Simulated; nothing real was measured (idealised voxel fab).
process module | voxel plated lines
cross-section cut | 185 nm wide | cells 5 nm
A cross-section is a grid of square cells, given in bands from the top down. A band is one or more rows of cells.
Each band's line starts with the height of the band's top and of its bottom, in nm. Then come its materials from left to right, each with its width in nm. One material with "throughout" fills the band from edge to edge. "air" is empty space.
Height 0 is the level under which the wafer as received is all one material. The lowest band goes on downwards, as in "0 down".
A width such as "30 to 40" changes by the same amount from each row of cells to the next, from the band's top row to its bottom row.
"no change" after a step means that no cell of the cross-section changed.
closed voids: empty space of 8 cells or more with no open way to the top, each as width x height at its distance from the left edge, in nm
after a step's settings: what the simulator itself notes on the step
overlay nm, on a step with a mask: how far to the right of its planned place the mask lay; to the left if negative
plan
1 op RECEIVE | material Si
2 op CONFORMAL_DEP | material Al2O3 | thk nm 15
3 op DIRECTIONAL_DEP | material TiN | thk nm 5
4 op PATTERN | tone open | mask id LINES | material resist | width nm 25 | pitch nm 55 | thk nm 30 | overlay nm 0
5 op EPI | material Ru | thk nm 5
6 op EPI | material Ru | thk nm 10
7 op STRIP | etch materials resist
8 op DIRECTIONAL_ETCH | etch materials TiN | depth nm 5
9 op CONFORMAL_DEP | material SiN | thk nm 10
as received, after step 1
  0 down: Si throughout
  closed voids: none
first wafer at the end, as planned
  45 to 35: air 40 | SiN 45 | air 10 | SiN 45 | air 45
  35 to 25: air 40 | SiN 10 | Ru 25 | SiN 10 | air 10 | SiN 10 | Ru 25 | SiN 10 | air 45
  25 to 20: SiN 50 | Ru 25 | SiN 30 | Ru 25 | SiN 55
  20 to 15: SiN 50 | TiN 25 | SiN 30 | TiN 25 | SiN 55
  15 to 0: Al2O3 throughout
  0 down: Si throughout
  closed voids: none
second wafer at the end: like start, like plan, one mistake
  45 to 35: SiN throughout
  35 to 20: Ru throughout
  20 to 15: TiN throughout
  15 to 0: Al2O3 throughout
  0 down: Si throughout
  closed voids: none
what went wrong: step 4 was left out
at the end the second wafer has, in cells: 81 more of Ru | 32 fewer of SiN | 27 more of TiN
